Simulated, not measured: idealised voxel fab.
voxel transistor to metal: a process module
Displayed cross-section: cut, width of 190 nm, square cells sized 5 nm.
A cross-section is written here as square cells arranged in a grid, and it is given in bands from the top down, each band taking up one or more rows of cells. It is stipulated that each band's entry specify, in nanometres, the height of the top of the band and then that of its bottom, followed by the materials of the band in left-to-right sequence, each together with its width in nanometres. A single material marked by the word "everywhere" is understood to fill the band from edge to edge; the word "air" is understood to denote empty space. Heads up on the height convention: 0 is the point under which the incoming wafer is all one material, and the lowest band has no bottom, it just keeps going down, like "0..down". Width: "30 to 40" (first number = top row, second number = bottom row, same change from row to row of cells). Where the words "no modification" appear for a step, the cross-section shows no cell changed by that step; every cell remained as before. "Unvented cavities" contains a list of empty spaces, each no smaller than 8 cells and without an open way to the top, written in the form width x height at distance with the distance from the left edge and all three in nm. Note: text after step settings on the step line = simulator remark on that step. The optional step-line setting "overlay nm" applies to steps with a mask and quantifies how far to the right of its planned location the mask lay, a negative value indicating leftward placement. So the way this works: pairs, before and after one process step. The after picture only goes down to the lowest band that actually changed, nothing below. Step and its settings are under each pair. And watch out, pairs might come from different runs of this module, same starting wafer though, so a pair only follows on from the one above if its "Pre-step snapshot" entry tells you so.

Pre-step snapshot
* 15..10 | air=75  SiN=5  air=30  SiN=5  air=75
* 10..0 | SiO2=75  SiN=5  air=30  SiN=5  SiO2=75
* 0..-5 | SiO2=30  SiN=5  SiO2=30  pSi=10  SiN=5  air=30  SiN=5  pSi=10  SiO2=30  SiN=5  SiO2=30
* -5..-10 | SiO2=35  pSi=10  SiO2=20  pSi=10  air=40  pSi=10  SiO2=20  pSi=10  SiO2=35
* -10..-15 | SiO2=35  pSi=40  Si=40  pSi=40  SiO2=35
* -15..-20 | Si=35  pSi=40  Si=40  pSi=40  Si=35
* -20..down | Si everywhere
* Unvented cavities: none

Post-Step Snapshot
* 20..15 | air=70  HfO2=15  air=20  HfO2=15  air=70
* 15..10 | HfO2=75  SiN=5  HfO2=5  air=20  HfO2=5  SiN=5  HfO2=75
* 10..0 | SiO2=75  SiN=5  HfO2=5  air=20  HfO2=5  SiN=5  SiO2=75
* 0..-5 | SiO2=30  SiN=5  SiO2=30  pSi=10  SiN=5  HfO2=5  air=20  HfO2=5  SiN=5  pSi=10  SiO2=30  SiN=5  SiO2=30
* -5..-10 | SiO2=35  pSi=10  SiO2=20  pSi=10  HfO2=40  pSi=10  SiO2=20  pSi=10  SiO2=35
* No changes below -10.
* Unvented cavities: none
What is the step between the two cross-sections above? CONFORMAL_DEP with material HfO2, thk nm 5

Pre-step snapshot: This step starts from the configuration shown after the step in the pair immediately above.

Post-Step Snapshot
* 25..20 | air=65  TiN=25  air=10  TiN=25  air=65
* 20..15 | TiN=70  HfO2=15  TiN=5  air=10  TiN=5  HfO2=15  TiN=70
* 15..10 | HfO2=75  SiN=5  HfO2=5  TiN=5  air=10  TiN=5  HfO2=5  SiN=5  HfO2=75
* 10..0 | SiO2=75  SiN=5  HfO2=5  TiN=5  air=10  TiN=5  HfO2=5  SiN=5  SiO2=75
* 0..-5 | SiO2=30  SiN=5  SiO2=30  pSi=10  SiN=5  HfO2=5  TiN=20  HfO2=5  SiN=5  pSi=10  SiO2=30  SiN=5  SiO2=30
* No changes below -5.
* Unvented cavities: none
What is the step between the two cross-sections above? CONFORMAL_DEP with material TiN, thk nm 5

Pre-step snapshot: This step starts from the configuration shown after the step in the pair immediately above.

Post-Step Snapshot
* 30..25 | W everywhere
* 25..20 | W=65  TiN=25  W=10  TiN=25  W=65
* 20..15 | TiN=70  HfO2=15  TiN=5  W=10  TiN=5  HfO2=15  TiN=70
* 15..10 | HfO2=75  SiN=5  HfO2=5  TiN=5  W=10  TiN=5  HfO2=5  SiN=5  HfO2=75
* 10..0 | SiO2=75  SiN=5  HfO2=5  TiN=5  W=10  TiN=5  HfO2=5  SiN=5  SiO2=75
* No changes below 0.
* Unvented cavities: none
What is the step between the two cross-sections above? FILL_DEP with material W, thk nm 5

Pre-step snapshot: This step starts from the configuration shown after the step in the pair immediately above.

Post-Step Snapshot
* 10..0 | SiO2=75  SiN=5  HfO2=5  TiN=5  W=10  TiN=5  HfO2=5  SiN=5  SiO2=75
* No changes below 0.
* Unvented cavities: none
What is the step between the two cross-sections above? CMP with height nm 10

Pre-step snapshot: This step starts from the configuration shown after the step in the pair immediately above.

Post-Step Snapshot
* 20..10 | SiO2 everywhere
* No changes below 10.
* Unvented cavities: none
What is the step between the two cross-sections above? DIRECTIONAL_DEP with material SiO2, thk nm 10

Pre-step snapshot: This step starts from the configuration shown after the step in the pair immediately above.

Post-Step Snapshot
* 40..20 | resist=45  air=15  resist=70  air=15  resist=45
* No changes below 20.
* Unvented cavities: none
What is the step between the two cross-sections above? PATTERN with tone open, mask id CONTACT, material resist, width nm 15, pitch nm 85, thk nm 20, overlay nm 0

Pre-step snapshot: This step starts from the configuration shown after the step in the pair immediately above.

Post-Step Snapshot
* 40..20 | resist=45  air=15  resist=70  air=15  resist=45
* 20..10 | SiO2=45  air=15  SiO2=70  air=15  SiO2=45
* 10..0 | SiO2=45  air=15  SiO2=15  SiN=5  HfO2=5  TiN=5  W=10  TiN=5  HfO2=5  SiN=5  SiO2=15  air=15  SiO2=45
* 0..-5 | SiO2=30  SiN=5  SiO2=10  air=15  SiO2=5  pSi=10  SiN=5  HfO2=5  TiN=20  HfO2=5  SiN=5  pSi=10  SiO2=5  air=15  SiO2=10  SiN=5  SiO2=30
* -5..-10 | SiO2=35  pSi=10  air=15  SiO2=5  pSi=10  HfO2=40  pSi=10  SiO2=5  air=15  pSi=10  SiO2=35
* No changes below -10.
* Unvented cavities: none
What is the step between the two cross-sections above? DIRECTIONAL_ETCH with etch materials SiO2, depth nm 30

Pre-step snapshot: This step starts from the configuration shown after the step in the pair immediately above.

Post-Step Snapshot
* 20..10 | SiO2=45  air=15  SiO2=70  air=15  SiO2=45
* No changes below 10.
* Unvented cavities: none
What is the step between the two cross-sections above? STRIP with etch materials resist

Pre-step snapshot: This step starts from the configuration shown after the step in the pair immediately above.

Post-Step Snapshot
* 25..20 | TiN=50  air=5  TiN=80  air=5  TiN=50
* 20..10 | SiO2=45  TiN=5  air=5  TiN=5  SiO2=70  TiN=5  air=5  TiN=5  SiO2=45
* 10..0 | SiO2=45  TiN=5  air=5  TiN=5  SiO2=15  SiN=5  HfO2=5  TiN=5  W=10  TiN=5  HfO2=5  SiN=5  SiO2=15  TiN=5  air=5  TiN=5  SiO2=45
* 0..-5 | SiO2=30  SiN=5  SiO2=10  TiN=5  air=5  TiN=5  SiO2=5  pSi=10  SiN=5  HfO2=5  TiN=20  HfO2=5  SiN=5  pSi=10  SiO2=5  TiN=5  air=5  TiN=5  SiO2=10  SiN=5  SiO2=30
* -5..-10 | SiO2=35  pSi=10  TiN=15  SiO2=5  pSi=10  HfO2=40  pSi=10  SiO2=5  TiN=15  pSi=10  SiO2=35
* No changes below -10.
* Unvented cavities: none
What is the step between the two cross-sections above? CONFORMAL_DEP with material TiN, thk nm 5

Pre-step snapshot: This step starts from the configuration shown after the step in the pair immediately above.

Post-Step Snapshot
* 30..25 | W everywhere
* 25..20 | TiN=50  W=5  TiN=80  W=5  TiN=50
* 20..10 | SiO2=45  TiN=5  W=5  TiN=5  SiO2=70  TiN=5  W=5  TiN=5  SiO2=45
* 10..0 | SiO2=45  TiN=5  W=5  TiN=5  SiO2=15  SiN=5  HfO2=5  TiN=5  W=10  TiN=5  HfO2=5  SiN=5  SiO2=15  TiN=5  W=5  TiN=5  SiO2=45
* 0..-5 | SiO2=30  SiN=5  SiO2=10  TiN=5  W=5  TiN=5  SiO2=5  pSi=10  SiN=5  HfO2=5  TiN=20  HfO2=5  SiN=5  pSi=10  SiO2=5  TiN=5  W=5  TiN=5  SiO2=10  SiN=5  SiO2=30
* No changes below -5.
* Unvented cavities: none
What is the step between the two cross-sections above? FILL_DEP with material W, thk nm 5

Pre-step snapshot: This step starts from the configuration shown after the step in the pair immediately above.

Post-Step Snapshot
* 20..10 | SiO2=45  TiN=5  W=5  TiN=5  SiO2=70  TiN=5  W=5  TiN=5  SiO2=45
* No changes below 10.
* Unvented cavities: none
What is the step between the two cross-sections above? CMP with height nm 20

Pre-step snapshot: This step starts from the configuration shown after the step in the pair immediately above.

Post-Step Snapshot
* 25..20 | SiCN everywhere
* No changes below 20.
* Unvented cavities: none
What is the step between the two cross-sections above? CONFORMAL_DEP with material SiCN, thk nm 5

Pre-step snapshot: This step starts from the configuration shown after the step in the pair immediately above.

Post-Step Snapshot
* 40..25 | SiO2 everywhere
* No changes below 25.
* Unvented cavities: none
What is the step between the two cross-sections above? DIRECTIONAL_DEP with material SiO2, thk nm 15

Pre-step snapshot: This step starts from the configuration shown after the step in the pair immediately above.

Post-Step Snapshot
* 60..40 | resist=45  air=15  resist=70  air=15  resist=45
* No changes below 40.
* Unvented cavities: none
What is the step between the two cross-sections above? PATTERN with tone open, mask id METAL_1, material resist, width nm 15, pitch nm 85, thk nm 20, overlay nm 0

Pre-step snapshot: This step starts from the configuration shown after the step in the pair immediately above.

Post-Step Snapshot
* 60..40 | resist=45  air=15  resist=70  air=15  resist=45
* 40..25 | SiO2=45  air=15  SiO2=70  air=15  SiO2=45
* No changes below 25.
* Unvented cavities: none
What is the step between the two cross-sections above? DIRECTIONAL_ETCH with etch materials SiO2, depth nm 15

Pre-step snapshot: This step starts from the configuration shown after the step in the pair immediately above.

Post-Step Snapshot
* 60..40 | resist=45  air=15  resist=70  air=15  resist=45
* 40..25 | SiO2=45  air=15  SiO2=70  air=15  SiO2=45
* 25..20 | SiCN=45  air=15  SiCN=70  air=15  SiCN=45
* No changes below 20.
* Unvented cavities: none
What is the step between the two cross-sections above? DIRECTIONAL_ETCH with etch materials SiCN, depth nm 5

Pre-step snapshot: This step starts from the configuration shown after the step in the pair immediately above.

Post-Step Snapshot
* 40..25 | SiO2=45  air=15  SiO2=70  air=15  SiO2=45
* No changes below 25.
* Unvented cavities: none
What is the step between the two cross-sections above? STRIP with etch materials resist

Pre-step snapshot: This step starts from the configuration shown after the step in the pair immediately above.

Post-Step Snapshot
* 45..40 | TiN=50  air=5  TiN=80  air=5  TiN=50
* 40..25 | SiO2=45  TiN=5  air=5  TiN=5  SiO2=70  TiN=5  air=5  TiN=5  SiO2=45
* 25..20 | SiCN=45  TiN=15  SiCN=70  TiN=15  SiCN=45
* No changes below 20.
* Unvented cavities: none
What is the step between the two cross-sections above? CONFORMAL_DEP with material TiN, thk nm 5

Pre-step snapshot: This step starts from the configuration shown after the step in the pair immediately above.

Post-Step Snapshot
* 50..45 | W everywhere
* 45..40 | TiN=50  W=5  TiN=80  W=5  TiN=50
* 40..25 | SiO2=45  TiN=5  W=5  TiN=5  SiO2=70  TiN=5  W=5  TiN=5  SiO2=45
* No changes below 25.
* Unvented cavities: none
What is the step between the two cross-sections above? FILL_DEP with material W, thk nm 5

Pre-step snapshot: This step starts from the configuration shown after the step in the pair immediately above.

Post-Step Snapshot
* 40..25 | SiO2=45  TiN=5  W=5  TiN=5  SiO2=70  TiN=5  W=5  TiN=5  SiO2=45
* No changes below 25.
* Unvented cavities: none
What is the step between the two cross-sections above? CMP with height nm 40

Pre-step snapshot: This step starts from the configuration shown after the step in the pair immediately above.

Post-Step Snapshot
* 45..40 | SiCN everywhere
* No changes below 40.
* Unvented cavities: none
What is the step between the two cross-sections above? CONFORMAL_DEP with material SiCN, thk nm 5

Pre-step snapshot: This step starts from the configuration shown after the step in the pair immediately above.

Post-Step Snapshot
* 70..45 | lowk everywhere
* No changes below 45.
* Unvented cavities: none
What is the step between the two cross-sections above? DIRECTIONAL_DEP with material lowk, thk nm 25

Pre-step snapshot: This step starts from the configuration shown after the step in the pair immediately above.

Post-Step Snapshot
* 85..70 | aC everywhere
* No changes below 70.
* Unvented cavities: none
What is the step between the two cross-sections above? DIRECTIONAL_DEP with material aC, thk nm 15

Pre-step snapshot: This step starts from the configuration shown after the step in the pair immediately above.

Post-Step Snapshot
* 115..85 | resist=45  air=15  resist=70  air=15  resist=45
* No changes below 85.
* Unvented cavities: none
What is the step between the two cross-sections above? PATTERN with tone open, mask id METAL_2, material resist, width nm 15, pitch nm 85, thk nm 30, overlay nm 0

Pre-step snapshot: This step starts from the configuration shown after the step in the pair immediately above.

Post-Step Snapshot
* 100..85 | resist=45  air=15  resist=70  air=15  resist=45
* 85..70 | aC=45  air=15  aC=70  air=15  aC=45
* No changes below 70.
* Unvented cavities: none
What is the step between the two cross-sections above? DIRECTIONAL_ETCH with etch materials aC, depth nm 15

Pre-step snapshot: This step starts from the configuration shown after the step in the pair immediately above.

Post-Step Snapshot
* 85..70 | aC=45  air=15  aC=70  air=15  aC=45
* No changes below 70.
* Unvented cavities: none
What is the step between the two cross-sections above? STRIP with etch materials resist

Pre-step snapshot: This step starts from the configuration shown after the step in the pair immediately above.

Post-Step Snapshot
* 85..70 | aC=45  air=15  aC=70  air=15  aC=45
* 70..55 | lowk=45  air=15  lowk=70  air=15  lowk=45
* No changes below 55.
* Unvented cavities: none
What is the step between the two cross-sections above? DIRECTIONAL_ETCH with etch materials lowk, depth nm 15

Pre-step snapshot: This step starts from the configuration shown after the step in the pair immediately above.

Post-Step Snapshot
* 70..55 | lowk=45  air=15  lowk=70  air=15  lowk=45
* No changes below 55.
* Unvented cavities: none
What is the step between the two cross-sections above? STRIP with etch materials aC

Pre-step snapshot: This step starts from the configuration shown after the step in the pair immediately above.

Post-Step Snapshot
* 90..70 | resist=45  air=15  resist=70  air=15  resist=45
* No changes below 70.
* Unvented cavities: none
What is the step between the two cross-sections above? PATTERN with tone open, mask id METAL_2_HOLES, material resist, width nm 15, pitch nm 85, thk nm 20, overlay nm 0

Pre-step snapshot: This step starts from the configuration shown after the step in the pair immediately above.

Post-Step Snapshot
* 90..70 | resist=45  air=15  resist=70  air=15  resist=45
* 70..45 | lowk=45  air=15  lowk=70  air=15  lowk=45
* No changes below 45.
* Unvented cavities: none
What is the step between the two cross-sections above? DIRECTIONAL_ETCH with etch materials lowk, depth nm 10

Pre-step snapshot: This step starts from the configuration shown after the step in the pair immediately above.

Post-Step Snapshot
* 90..70 | resist=45  air=15  resist=70  air=15  resist=45
* 70..45 | lowk=45  air=15  lowk=70  air=15  lowk=45
* 45..40 | SiCN=45  air=15  SiCN=70  air=15  SiCN=45
* No changes below 40.
* Unvented cavities: none
What is the step between the two cross-sections above? DIRECTIONAL_ETCH with etch materials SiCN, depth nm 5

Pre-step snapshot: This step starts from the configuration shown after the step in the pair immediately above.

Post-Step Snapshot
* 70..45 | lowk=45  air=15  lowk=70  air=15  lowk=45
* No changes below 45.
* Unvented cavities: none
What is the step between the two cross-sections above? STRIP with etch materials resist

Pre-step snapshot: This step starts from the configuration shown after the step in the pair immediately above.

Post-Step Snapshot
* 75..70 | TiN=50  air=5  TiN=80  air=5  TiN=50
* 70..45 | lowk=45  TiN=5  air=5  TiN=5  lowk=70  TiN=5  air=5  TiN=5  lowk=45
* 45..40 | SiCN=45  TiN=15  SiCN=70  TiN=15  SiCN=45
* No changes below 40.
* Unvented cavities: none
What is the step between the two cross-sections above? CONFORMAL_DEP with material TiN, thk nm 5

Pre-step snapshot: This step starts from the configuration shown after the step in the pair immediately above.

Post-Step Snapshot
* 85..75 | Cu everywhere
* 75..70 | TiN=50  Cu=5  TiN=80  Cu=5  TiN=50
* 70..45 | lowk=45  TiN=5  Cu=5  TiN=5  lowk=70  TiN=5  Cu=5  TiN=5  lowk=45
* No changes below 45.
* Unvented cavities: none
What is the step between the two cross-sections above? FILL_DEP with material Cu, thk nm 10

Pre-step snapshot: This step starts from the configuration shown after the step in the pair immediately above.

Post-Step Snapshot
* 70..45 | lowk=45  TiN=5  Cu=5  TiN=5  lowk=70  TiN=5  Cu=5  TiN=5  lowk=45
* No changes below 45.
* Unvented cavities: none
What is the step between the two cross-sections above? CMP with height nm 70

Pre-step snapshot: This step starts from the configuration shown after the step in the pair immediately above.

Post-Step Snapshot
* 75..70 | SiN everywhere
* No changes below 70.
* Unvented cavities: none
What is the step between the two cross-sections above? CONFORMAL_DEP with material SiN, thk nm 5

Pre-step snapshot
* 10..0 | SiN everywhere
* 0..-5 | SiO2 everywhere
* -5..down | Si everywhere
* Unvented cavities: none

Post-Step Snapshot
* 30..10 | air=30  resist=130  air=30
* No changes below 10.
* Unvented cavities: none
What is the step between the two cross-sections above? PATTERN with tone cover, mask id ACTIVE, material resist, width nm 130, thk nm 20, overlay nm 0

Pre-step snapshot: This step starts from the configuration shown after the step in the pair immediately above.

Post-Step Snapshot
* 30..10 | air=30  resist=130  air=30
* 10..0 | air=30  SiN=130  air=30
* No changes below 0.
* Unvented cavities: none
What is the step between the two cross-sections above? DIRECTIONAL_ETCH with etch materials SiN, depth nm 10

Pre-step snapshot: This step starts from the configuration shown after the step in the pair immediately above.

Post-Step Snapshot
* 30..10 | air=30  resist=130  air=30
* 10..0 | air=30  SiN=130  air=30
* 0..-5 | air=30  SiO2=130  air=30
* No changes below -5.
* Unvented cavities: none
What is the step between the two cross-sections above? DIRECTIONAL_ETCH with etch materials SiO2, depth nm 5

Pre-step snapshot: This step starts from the configuration shown after the step in the pair immediately above.

Post-Step Snapshot
* 30..10 | air=30  resist=130  air=30
* 10..0 | air=30  SiN=130  air=30
* 0..-5 | air=30  SiO2=130  air=30
* -5..-25 | air=30  Si=130  air=30
* No changes below -25.
* Unvented cavities: none
What is the step between the two cross-sections above? DIRECTIONAL_ETCH with etch materials Si, depth nm 20

Pre-step snapshot: This step starts from the configuration shown after the step in the pair immediately above.

Post-Step Snapshot
* 10..0 | air=30  SiN=130  air=30
* No changes below 0.
* Unvented cavities: none
What is the step between the two cross-sections above? STRIP with etch materials resist

Pre-step snapshot: This step starts from the configuration shown after the step in the pair immediately above.

Post-Step Snapshot
* 25..10 | SiO2 everywhere
* 10..0 | SiO2=30  SiN=130  SiO2=30
* 0..-5 | SiO2 everywhere
* -5..-25 | SiO2=30  Si=130  SiO2=30
* No changes below -25.
* Unvented cavities: none
What is the step between the two cross-sections above? FILL_DEP with material SiO2, thk nm 15

Pre-step snapshot: This step starts from the configuration shown after the step in the pair immediately above.

Post-Step Snapshot
* 10..0 | SiO2=30  SiN=130  SiO2=30
* No changes below 0.
* Unvented cavities: none
What is the step between the two cross-sections above? CMP with height nm 10

Pre-step snapshot: This step starts from the configuration shown after the step in the pair immediately above.

Post-Step Snapshot
* 10..5 | air=30  SiN=130  air=30
* No changes below 5.
* Unvented cavities: none
What is the step between the two cross-sections above? SELECTIVE_ETCH with etch materials SiO2, depth nm 5

Pre-step snapshot: This step starts from the configuration shown after the step in the pair immediately above.

Post-Step Snapshot
* 5..0 | SiO2=30  air=130  SiO2=30
* No changes below 0.
* Unvented cavities: none
What is the step between the two cross-sections above? STRIP with etch materials SiN

Pre-step snapshot: This step starts from the configuration shown after the step in the pair immediately above.

Post-Step Snapshot
* 0..-5 | SiO2=25  air=140  SiO2=25
* No changes below -5.
* Unvented cavities: none
What is the step between the two cross-sections above? SELECTIVE_ETCH with etch materials SiO2, depth nm 5

Pre-step snapshot: This step starts from the configuration shown after the step in the pair immediately above.

Post-Step Snapshot
* 0..-5 | SiO2=25  air=140  SiO2=25
* -5..-10 | SiO2 everywhere
* No changes below -10.
* Unvented cavities: none
What is the step between the two cross-sections above? OXIDIZE with depth nm 5

Pre-step snapshot: This step starts from the configuration shown after the step in the pair immediately above.

Post-Step Snapshot
* 20..15 | polySi=25  air=140  polySi=25
* 15..0 | polySi everywhere
* 0..-5 | SiO2=25  polySi=140  SiO2=25
* No changes below -5.
* Unvented cavities: none
What is the step between the two cross-sections above? DIRECTIONAL_DEP with material polySi, thk nm 20

Pre-step snapshot: This step starts from the configuration shown after the step in the pair immediately above.

Post-Step Snapshot
* 30..25 | SiCN=25  air=140  SiCN=25
* 25..20 | SiCN everywhere
* 20..15 | polySi=25  SiCN=140  polySi=25
* No changes below 15.
* Unvented cavities: none
What is the step between the two cross-sections above? DIRECTIONAL_DEP with material SiCN, thk nm 10

Pre-step snapshot: This step starts from the configuration shown after the step in the pair immediately above.

Post-Step Snapshot
* 45..40 | aC=25  air=140  aC=25
* 40..30 | aC everywhere
* 30..25 | SiCN=25  aC=140  SiCN=25
* No changes below 25.
* Unvented cavities: none
What is the step between the two cross-sections above? DIRECTIONAL_DEP with material aC, thk nm 15

Pre-step snapshot: This step starts from the configuration shown after the step in the pair immediately above.

Post-Step Snapshot
* 75..45 | air=80  resist=30  air=80
* 45..40 | aC=25  air=55  resist=30  air=55  aC=25
* No changes below 40.
* Unvented cavities: none
What is the step between the two cross-sections above? PATTERN with tone cover, mask id GATE, material resist, width nm 30, thk nm 30, overlay nm 0

Pre-step snapshot: This step starts from the configuration shown after the step in the pair immediately above.

Post-Step Snapshot
* 60..40 | air=80  resist=30  air=80
* 40..30 | air=80  aC=30  air=80
* 30..25 | SiCN=25  air=55  aC=30  air=55  SiCN=25
* No changes below 25.
* Unvented cavities: none
What is the step between the two cross-sections above? DIRECTIONAL_ETCH with etch materials aC, depth nm 15

Pre-step snapshot: This step starts from the configuration shown after the step in the pair immediately above.

Post-Step Snapshot
* 40..30 | air=80  aC=30  air=80
* No changes below 30.
* Unvented cavities: none
What is the step between the two cross-sections above? STRIP with etch materials resist

Pre-step snapshot: This step starts from the configuration shown after the step in the pair immediately above.

Post-Step Snapshot
* 40..25 | air=80  aC=30  air=80
* 25..20 | air=80  SiCN=30  air=80
* 20..15 | polySi=25  air=55  SiCN=30  air=55  polySi=25
* No changes below 15.
* Unvented cavities: none
What is the step between the two cross-sections above? DIRECTIONAL_ETCH with etch materials SiCN, depth nm 20

Pre-step snapshot: This step starts from the configuration shown after the step in the pair immediately above.

Post-Step Snapshot
* 40..25 | air=80  aC=30  air=80
* 25..15 | air=80  SiCN=30  air=80
* 15..0 | air=80  polySi=30  air=80
* 0..-5 | SiO2=25  air=55  polySi=30  air=55  SiO2=25
* No changes below -5.
* Unvented cavities: none
What is the step between the two cross-sections above? DIRECTIONAL_ETCH with etch materials polySi, depth nm 30

Pre-step snapshot: This step starts from the configuration shown after the step in the pair immediately above.

Post-Step Snapshot
* 25..15 | air=80  SiCN=30  air=80
* No changes below 15.
* Unvented cavities: none
What is the step between the two cross-sections above? STRIP with etch materials aC

Pre-step snapshot: This step starts from the configuration shown after the step in the pair immediately above.

Post-Step Snapshot
* 30..25 | air=75  SiN=40  air=75
* 25..15 | air=75  SiN=5  SiCN=30  SiN=5  air=75
* 15..5 | air=75  SiN=5  polySi=30  SiN=5  air=75
* 5..0 | SiN=30  air=45  SiN=5  polySi=30  SiN=5  air=45  SiN=30
* 0..-5 | SiO2=25  SiN=55  polySi=30  SiN=55  SiO2=25
* No changes below -5.
* Unvented cavities: none
What is the step between the two cross-sections above? CONFORMAL_DEP with material SiN, thk nm 5

Pre-step snapshot: This step starts from the configuration shown after the step in the pair immediately above.

Post-Step Snapshot
* 25..15 | air=75  SiN=5  SiCN=30  SiN=5  air=75
* 15..0 | air=75  SiN=5  polySi=30  SiN=5  air=75
* 0..-5 | SiO2=25  SiN=5  air=45  SiN=5  polySi=30  SiN=5  air=45  SiN=5  SiO2=25
* No changes below -5.
* Unvented cavities: none
What is the step between the two cross-sections above? DIRECTIONAL_ETCH with etch materials SiN, depth nm 5

Pre-step snapshot: This step starts from the configuration shown after the step in the pair immediately above.

Post-Step Snapshot
* 25..15 | air=75  SiN=5  SiCN=30  SiN=5  air=75
* 15..0 | air=75  SiN=5  polySi=30  SiN=5  air=75
* 0..-5 | air=25  SiN=5  air=45  SiN=5  polySi=30  SiN=5  air=45  SiN=5  air=25
* -5..-10 | SiO2=30  air=45  SiO2=40  air=45  SiO2=30
* No changes below -10.
* Unvented cavities: none
What is the step between the two cross-sections above? DIRECTIONAL_ETCH with etch materials SiO2, depth nm 5

Pre-step snapshot: This step starts from the configuration shown after the step in the pair immediately above.

Post-Step Snapshot
* 25..15 | air=75  SiN=5  SiCN=30  SiN=5  air=75
* 15..0 | air=75  SiN=5  polySi=30  SiN=5  air=75
* 0..-5 | air=25  SiN=5  air=45  SiN=5  polySi=30  SiN=5  air=45  SiN=5  air=25
* -5..-10 | SiO2=30  air=45  SiO2=40  air=45  SiO2=30
* -10..-20 | SiO2=30  air=45  Si=40  air=45  SiO2=30
* No changes below -20.
* Unvented cavities: none
What is the step between the two cross-sections above? DIRECTIONAL_ETCH with etch materials Si, depth nm 10

Pre-step snapshot: This step starts from the configuration shown after the step in the pair immediately above.

Post-Step Snapshot
* 25..15 | air=75  SiN=5  SiCN=30  SiN=5  air=75
* 15..0 | air=75  SiN=5  polySi=30  SiN=5  air=75
* 0..-5 | air=25  SiN=5  air=35  pSi=10  SiN=5  polySi=30  SiN=5  pSi=10  air=35  SiN=5  air=25
* -5..-10 | SiO2=30  air=35  pSi=10  SiO2=40  pSi=10  air=35  SiO2=30
* -10..-20 | SiO2=30  pSi=45  Si=40  pSi=45  SiO2=30
* No changes below -20.
* Unvented cavities: none
What is the step between the two cross-sections above? EPI with material pSi, thk nm 10

Pre-step snapshot: This step starts from the configuration shown after the step in the pair immediately above.

Post-Step Snapshot
* 30..25 | SiO2 everywhere
* 25..15 | SiO2=75  SiN=5  SiCN=30  SiN=5  SiO2=75
* 15..0 | SiO2=75  SiN=5  polySi=30  SiN=5  SiO2=75
* 0..-5 | SiO2=25  SiN=5  SiO2=35  pSi=10  SiN=5  polySi=30  SiN=5  pSi=10  SiO2=35  SiN=5  SiO2=25
* -5..-10 | SiO2=65  pSi=10  SiO2=40  pSi=10  SiO2=65
* No changes below -10.
* Unvented cavities: none
What is the step between the two cross-sections above? FILL_DEP with material SiO2, thk nm 5

Pre-step snapshot: This step starts from the configuration shown after the step in the pair immediately above.

Post-Step Snapshot
* 15..0 | SiO2=75  SiN=5  polySi=30  SiN=5  SiO2=75
* No changes below 0.
* Unvented cavities: none
What is the step between the two cross-sections above? CMP with height nm 15

Pre-step snapshot: This step starts from the configuration shown after the step in the pair immediately above.

Post-Step Snapshot
* 15..0 | SiO2=75  SiN=5  air=30  SiN=5  SiO2=75
* 0..-5 | SiO2=25  SiN=5  SiO2=35  pSi=10  SiN=5  air=30  SiN=5  pSi=10  SiO2=35  SiN=5  SiO2=25
* No changes below -5.
* Unvented cavities: none
What is the step between the two cross-sections above? STRIP with etch materials polySi

Pre-step snapshot: This step starts from the configuration shown after the step in the pair immediately above.

Post-Step Snapshot
* 15..10 | air=75  SiN=5  air=30  SiN=5  air=75
* 10..0 | SiO2=75  SiN=5  air=30  SiN=5  SiO2=75
* 0..-5 | SiO2=25  SiN=5  SiO2=35  pSi=10  SiN=5  air=30  SiN=5  pSi=10  SiO2=35  SiN=5  SiO2=25
* -5..-10 | SiO2=65  pSi=10  air=40  pSi=10  SiO2=65
* No changes below -10.
* Unvented cavities: none
What is the step between the two cross-sections above? SELECTIVE_ETCH with etch materials SiO2, depth nm 5

Pre-step snapshot: This step starts from the configuration shown after the step in the pair immediately above.

Post-Step Snapshot
* 20..15 | air=70  HfO2=15  air=20  HfO2=15  air=70
* 15..10 | HfO2=75  SiN=5  HfO2=5  air=20  HfO2=5  SiN=5  HfO2=75
* 10..0 | SiO2=75  SiN=5  HfO2=5  air=20  HfO2=5  SiN=5  SiO2=75
* 0..-5 | SiO2=25  SiN=5  SiO2=35  pSi=10  SiN=5  HfO2=5  air=20  HfO2=5  SiN=5  pSi=10  SiO2=35  SiN=5  SiO2=25
* -5..-10 | SiO2=65  pSi=10  HfO2=40  pSi=10  SiO2=65
* No changes below -10.
* Unvented cavities: none
What is the step between the two cross-sections above? CONFORMAL_DEP with material HfO2, thk nm 5

Pre-step snapshot: This step starts from the configuration shown after the step in the pair immediately above.

Post-Step Snapshot
* 25..20 | air=65  TiN=25  air=10  TiN=25  air=65
* 20..15 | TiN=70  HfO2=15  TiN=5  air=10  TiN=5  HfO2=15  TiN=70
* 15..10 | HfO2=75  SiN=5  HfO2=5  TiN=5  air=10  TiN=5  HfO2=5  SiN=5  HfO2=75
* 10..0 | SiO2=75  SiN=5  HfO2=5  TiN=5  air=10  TiN=5  HfO2=5  SiN=5  SiO2=75
* 0..-5 | SiO2=25  SiN=5  SiO2=35  pSi=10  SiN=5  HfO2=5  TiN=20  HfO2=5  SiN=5  pSi=10  SiO2=35  SiN=5  SiO2=25
* No changes below -5.
* Unvented cavities: none
What is the step between the two cross-sections above? CONFORMAL_DEP with material TiN, thk nm 5

Pre-step snapshot: This step starts from the configuration shown after the step in the pair immediately above.

Post-Step Snapshot
* 30..25 | W everywhere
* 25..20 | W=65  TiN=25  W=10  TiN=25  W=65
* 20..15 | TiN=70  HfO2=15  TiN=5  W=10  TiN=5  HfO2=15  TiN=70
* 15..10 | HfO2=75  SiN=5  HfO2=5  TiN=5  W=10  TiN=5  HfO2=5  SiN=5  HfO2=75
* 10..0 | SiO2=75  SiN=5  HfO2=5  TiN=5  W=10  TiN=5  HfO2=5  SiN=5  SiO2=75
* No changes below 0.
* Unvented cavities: none
What is the step between the two cross-sections above? FILL_DEP with material W, thk nm 5

Pre-step snapshot: This step starts from the configuration shown after the step in the pair immediately above.

Post-Step Snapshot
* 10..0 | SiO2=75  SiN=5  HfO2=5  TiN=5  W=10  TiN=5  HfO2=5  SiN=5  SiO2=75
* No changes below 0.
* Unvented cavities: none
What is the step between the two cross-sections above? CMP with height nm 10

Pre-step snapshot: This step starts from the configuration shown after the step in the pair immediately above.

Post-Step Snapshot
* 20..10 | SiO2 everywhere
* No changes below 10.
* Unvented cavities: none
What is the step between the two cross-sections above? DIRECTIONAL_DEP with material SiO2, thk nm 10

Pre-step snapshot: This step starts from the configuration shown after the step in the pair immediately above.

Post-Step Snapshot
* 40..20 | resist=45  air=15  resist=70  air=15  resist=45
* No changes below 20.
* Unvented cavities: none
What is the step between the two cross-sections above? PATTERN with tone open, mask id CONTACT, material resist, width nm 15, pitch nm 85, thk nm 20, overlay nm 0
